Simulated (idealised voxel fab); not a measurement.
The name of this process module is voxel trench capacitor.
Displayed cross-section: cut, width of 165 nm, square cells sized 5 nm.
A cross-section in this document is a grid of square cells, and it is written down as bands, the top band listed before the ones below it; a band is made up of one or more rows of cells.
Quick guide to a band line: top height, bottom height (nm) up front; then every material left to right with its width in nm. Only one material and it's marked "full width"? Then it fills the band edge to edge. And "air" just means empty space.
Below 0: as-received wafer, all one material; heights counted from there. Lowest band: no bottom, goes on down, written "0 down".
Note: "30..40" means the width goes from the first number (top row of the band) to the second number (bottom row) in equal steps per row of cells.
No cell of the cross-section changed in a step that is given as "remained the same".
"Closed void inventory" means: voids of 8 cells or more that are shut off from the top with no open way through. Written width x height at distance, distance from the left edge, in nm.
If you see something after the settings on a step's line, that's the simulator's own remark about that step.
overlay nm: mask right of planned place by this much (step with mask). Neg. = left.
Process steps foreseen in the plan:
1 RECEIVE [material Si]
2 CONFORMAL_DEP [material SiN] [thk nm 5]
3 PATTERN [tone open] [mask id TRENCH] [material resist] [width nm 20] [pitch nm 45] [thk nm 15] [overlay nm 0]
4 DIRECTIONAL_ETCH [etch materials SiN] [depth nm 5]
5 DIRECTIONAL_ETCH [etch materials Si] [depth nm 25]
6 STRIP [etch materials resist]
7 CONFORMAL_DEP [material SiO2] [thk nm 5]
8 FILL_DEP [material polySi] [thk nm 10]
9 CMP [height nm 5]
Cross-section of the incoming wafer, state after step 1:
	0 down  Si full width
	Closed void inventory: none
Wafer at module end, in section. Began as above, planned as above, run with one mistake:
	5 to 0  45 nm SiN; 5 nm SiO2; 20 nm polySi; 5 nm SiO2; 15 nm SiN; 5 nm SiO2; 20 nm polySi; 5 nm SiO2; 45 nm SiN
	0 to -20  45 nm Si; 5 nm SiO2; 20 nm polySi; 5 nm SiO2; 15 nm Si; 5 nm SiO2; 20 nm polySi; 5 nm SiO2; 45 nm Si
	-20 to -25  45 nm Si; 30 nm SiO2; 15 nm Si; 30 nm SiO2; 45 nm Si
	-25 down  Si full width
	Closed void inventory: none
Deviation from plan: note that step 3 departed from the planned setting and was carried out as PATTERN [tone open] [mask id TRENCH] [material resist] [width nm 30] [pitch nm 45] [thk nm 15] [overlay nm 0]
